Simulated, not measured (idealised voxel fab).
Proc. module: voxel released beams
Xsec cut, 220 nm wide, square cell size 5 nm.
Think of the cross-section as a grid of square cells. We describe it in bands, top to bottom, and each band covers one or more rows of those cells. Within each band entry, the heights of the top and of the bottom of the band appear first, in that order and in nm; the materials of the band then follow from left to right, each with its corresponding width in nm. The designation "throughout" on a single material indicates that it fills the band from edge to edge; the designation "air" indicates empty space. Heights are reckoned from 0. Under this level, the received wafer is all of one material. The bottommost band is open-ended downward, for example "0 nm and below". Width: "30 to 40" (first number = top row, second number = bottom row, same change from row to row of cells). Given "nothing different" for a step, no cell of the cross-section differs between before and after that step. So "Closed internal cavities" is basically the list of trapped voids: any empty space of 8 cells or more that can't reach the top through an opening. They're written width x height at distance, the distance being from the left edge, and it's all nm. Post-settings text on a step line: simulator's own remark regarding the step. The line of a step may include "overlay nm". On a step with a mask, this value is how far to the right of its planned place the mask lay. A negative value means the mask lay to the left.
-- Steps in the process plan
- 1: RECEIVE | material Si
- 2: CONFORMAL_DEP | material SiN | thk nm 5
- 3: DIRECTIONAL_DEP | material SiO2 | thk nm 10
- 4: MASKED_ETCH | tone open | mask id ANCHOR | width nm 35 | etch materials SiO2 | depth nm 10 | overlay nm 0
- 5: CONFORMAL_DEP | material TiN | thk nm 15
- 6: DIRECTIONAL_DEP | material aC | thk nm 10
- 7: PATTERN | tone cover | mask id BEAM | material resist | width nm 90 | thk nm 30 | overlay nm 0
- 8: DIRECTIONAL_ETCH | etch materials aC | depth nm 10
- 9: STRIP | etch materials resist
- 10: DIRECTIONAL_ETCH | etch materials TiN | depth nm 15
- 11: STRIP | etch materials aC
- 12: STRIP | etch materials SiO2
-- Of two wafers, the first: run according to plan
-- Cross-section of the wafer at receipt, which is the condition after step 1
0 nm and below | Si throughout
Closed internal cavities: none
-- Once step 2 is through, the wafer looks like this in cross-section
5 nm to 0 nm | SiN throughout
Anything lower than 0 is untouched.
-- Once step 3 is through, the wafer looks like this in cross-section
15 nm to 5 nm | SiO2 throughout
Anything lower than 5 is untouched.
-- Once step 4 is through, the wafer looks like this in cross-section
15 nm to 5 nm | 65 nm SiO2, 35 nm air, 120 nm SiO2
Anything lower than 5 is untouched.
-- Once step 5 is through, the wafer looks like this in cross-section
30 nm to 20 nm | 80 nm TiN, 5 nm air, 135 nm TiN
20 nm to 15 nm | TiN throughout
15 nm to 5 nm | 65 nm SiO2, 35 nm TiN, 120 nm SiO2
Anything lower than 5 is untouched.
-- Once step 6 is through, the wafer looks like this in cross-section
40 nm to 30 nm | 80 nm aC, 5 nm air, 135 nm aC
30 nm to 20 nm | 80 nm TiN, 5 nm aC, 135 nm TiN
Anything lower than 20 is untouched.
-- Once step 7 is through, the wafer looks like this in cross-section
70 nm to 40 nm | 60 nm air, 90 nm resist, 70 nm air
40 nm to 30 nm | 80 nm aC, 5 nm resist, 135 nm aC
Anything lower than 30 is untouched.
-- Once step 8 is through, the wafer looks like this in cross-section
60 nm to 40 nm | 60 nm air, 90 nm resist, 70 nm air
40 nm to 30 nm | 60 nm air, 20 nm aC, 5 nm resist, 65 nm aC, 70 nm air
Anything lower than 30 is untouched.
-- Once step 9 is through, the wafer looks like this in cross-section
40 nm to 30 nm | 60 nm air, 20 nm aC, 5 nm air, 65 nm aC, 70 nm air
Anything lower than 30 is untouched.
-- Once step 10 is through, the wafer looks like this in cross-section
40 nm to 30 nm | 60 nm air, 20 nm aC, 5 nm air, 65 nm aC, 70 nm air
30 nm to 20 nm | 60 nm air, 20 nm TiN, 5 nm aC, 65 nm TiN, 70 nm air
20 nm to 15 nm | 60 nm air, 90 nm TiN, 70 nm air
Anything lower than 15 is untouched.
-- Once step 11 is through, the wafer looks like this in cross-section
30 nm to 20 nm | 60 nm air, 20 nm TiN, 5 nm air, 65 nm TiN, 70 nm air
Anything lower than 20 is untouched.
-- Once step 12 is through, the wafer looks like this in cross-section
30 nm to 20 nm | 60 nm air, 20 nm TiN, 5 nm air, 65 nm TiN, 70 nm air
20 nm to 15 nm | 60 nm air, 90 nm TiN, 70 nm air
15 nm to 5 nm | 65 nm air, 35 nm TiN, 120 nm air
Anything lower than 5 is untouched.
-- Notes, second wafer: start = first wafer's, plan = first wafer's, execution had one mistake; history identical to first through step 1
Cross-section of the second wafer corresponding to the planned conclusion of step 2: nothing different
-- Cross-section of the second wafer corresponding to the planned conclusion of step 3
10 nm to 0 nm | SiO2 throughout
Anything lower than 0 is untouched.
-- Cross-section of the second wafer corresponding to the planned conclusion of step 4
10 nm to 0 nm | 65 nm SiO2, 35 nm air, 120 nm SiO2
Anything lower than 0 is untouched.
-- Cross-section of the second wafer corresponding to the planned conclusion of step 5
25 nm to 15 nm | 80 nm TiN, 5 nm air, 135 nm TiN
15 nm to 10 nm | TiN throughout
10 nm to 0 nm | 65 nm SiO2, 35 nm TiN, 120 nm SiO2
Anything lower than 0 is untouched.
-- Cross-section of the second wafer corresponding to the planned conclusion of step 6
35 nm to 25 nm | 80 nm aC, 5 nm air, 135 nm aC
25 nm to 15 nm | 80 nm TiN, 5 nm aC, 135 nm TiN
Anything lower than 15 is untouched.
-- Cross-section of the second wafer corresponding to the planned conclusion of step 7
65 nm to 35 nm | 60 nm air, 90 nm resist, 70 nm air
35 nm to 25 nm | 80 nm aC, 5 nm resist, 135 nm aC
Anything lower than 25 is untouched.
-- Cross-section of the second wafer corresponding to the planned conclusion of step 8
55 nm to 35 nm | 60 nm air, 90 nm resist, 70 nm air
35 nm to 25 nm | 60 nm air, 20 nm aC, 5 nm resist, 65 nm aC, 70 nm air
Anything lower than 25 is untouched.
-- Cross-section of the second wafer corresponding to the planned conclusion of step 9
35 nm to 25 nm | 60 nm air, 20 nm aC, 5 nm air, 65 nm aC, 70 nm air
Anything lower than 25 is untouched.
-- Cross-section of the second wafer corresponding to the planned conclusion of step 10
35 nm to 25 nm | 60 nm air, 20 nm aC, 5 nm air, 65 nm aC, 70 nm air
25 nm to 15 nm | 60 nm air, 20 nm TiN, 5 nm aC, 65 nm TiN, 70 nm air
15 nm to 10 nm | 60 nm air, 90 nm TiN, 70 nm air
Anything lower than 10 is untouched.
-- Cross-section of the second wafer corresponding to the planned conclusion of step 11
25 nm to 15 nm | 60 nm air, 20 nm TiN, 5 nm air, 65 nm TiN, 70 nm air
Anything lower than 15 is untouched.
-- Cross-section of the second wafer corresponding to the planned conclusion of step 12
25 nm to 15 nm | 60 nm air, 20 nm TiN, 5 nm air, 65 nm TiN, 70 nm air
15 nm to 10 nm | 60 nm air, 90 nm TiN, 70 nm air
10 nm to 0 nm | 65 nm air, 35 nm TiN, 120 nm air
Anything lower than 0 is untouched.
Deviation from plan: skipped: plan step 2 (never run)
Cell-count delta at end, second wafer over first, by material: -44 SiN
